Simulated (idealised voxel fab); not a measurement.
Name of the process module below: voxel self aligned contacts
The cross-section on display is named cut; it measures 180 nm wide, and its cells are 5 nm squares.
Bands, listed from the top down, are how a cross-section gets written in this document; the cross-section itself is a grid of square cells, and a band is one or more rows of them.
Band: top and bottom heights (nm) first, top before bottom; then materials from left to right, widths in nm. "all across" marks a sole material filling the band edge to edge. "blank" denotes empty space.
Basically, 0 is our baseline, since under it the wafer straight out of the box is all one material. The bottom band has no lower end and keeps on going down, so it looks like "0 and below".
Width: "30->40" (first number = top row, second number = bottom row, same change from row to row of cells).
Where a step carries "no modifications", the cross-section came out of it unchanged, cell for cell.
Under "Sealed void inventory" you'll find the enclosed gaps, the ones with no way out to the top, that are 8 cells or bigger; each reads width x height at distance, with distance counted from the left edge, everything in nm.
What comes after the settings on a step's line is commentary from the simulator itself on that step.
You can add "overlay nm" to a step's line. For a step with a mask, it describes how far the mask lay to the right of its planned position, and a negative number describes a lay to the left.
**plan**
1) RECEIVE (material Si)
2) CONFORMAL_DEP (material SiO2; thk nm 5)
3) DIRECTIONAL_DEP (material polySi; thk nm 20)
4) DIRECTIONAL_DEP (material SiN; thk nm 20)
5) MASKED_ETCH (tone cover; mask id GATE; width nm 30; pitch nm 75; etch materials SiN; depth nm 20; overlay nm 0)
6) MASKED_ETCH (tone cover; mask id GATE; width nm 30; pitch nm 75; etch materials polySi; depth nm 20; overlay nm 0)
7) CONFORMAL_DEP (material SiN; thk nm 10)
8) DIRECTIONAL_ETCH (etch materials SiN; depth nm 10)
9) FILL_DEP (material SiO2; thk nm 10)
10) CMP (height nm 50)
11) PATTERN (tone open; mask id CONTACT; material resist; width nm 55; thk nm 20; overlay nm 0)
12) DIRECTIONAL_ETCH (etch materials SiO2; depth nm 50)
13) STRIP (etch materials resist)
14) CONFORMAL_DEP (material TiN; thk nm 5)
15) FILL_DEP (material Ru; thk nm 5)
16) CMP (height nm 50)
17) CONFORMAL_DEP (material SiCN; thk nm 5)
**Cross-section: wafer on arrival = after step 1**
  0 and below: Si all across
  Sealed void inventory: none
**Cross-section, first of two wafers, end of module, run as planned**
  55 down to 50: SiCN all across
  50 down to 45: 60 nm SiO2; 20 nm TiN; 15 nm Ru; 20 nm TiN; 65 nm SiO2
  45 down to 25: 25 nm SiO2; 50 nm SiN; 5 nm TiN; 15 nm Ru; 5 nm TiN; 50 nm SiN; 30 nm SiO2
  25 down to 5: 25 nm SiO2; 10 nm SiN; 30 nm polySi; 10 nm SiN; 5 nm TiN; 15 nm Ru; 5 nm TiN; 10 nm SiN; 30 nm polySi; 10 nm SiN; 30 nm SiO2
  5 down to 0: 75 nm SiO2; 25 nm TiN; 80 nm SiO2
  0 and below: Si all across
  Sealed void inventory: none
**Cross-section of the latter of the two wafers at module completion. It had an identical start and an identical plan to the former; in running it, one mistake was made**
  55 down to 50: SiCN all across
  50 down to 45: TiN all across
  45 down to 25: 25 nm TiN; 50 nm SiN; 25 nm TiN; 50 nm SiN; 30 nm TiN
  25 down to 5: 25 nm TiN; 10 nm SiN; 30 nm polySi; 10 nm SiN; 25 nm TiN; 10 nm SiN; 30 nm polySi; 10 nm SiN; 30 nm TiN
  5 down to 0: SiO2 all across
  0 and below: Si all across
  Sealed void inventory: none
Finding, execution versus plan: planned and actual differ for step 9; actual: FILL_DEP (material TiN; thk nm 10)
Once processing is complete, comparing cell counts shows that the second wafer has more or fewer of certain materials than the first: 27 fewer of Ru | 108 fewer of SiO2 | 135 more of TiN
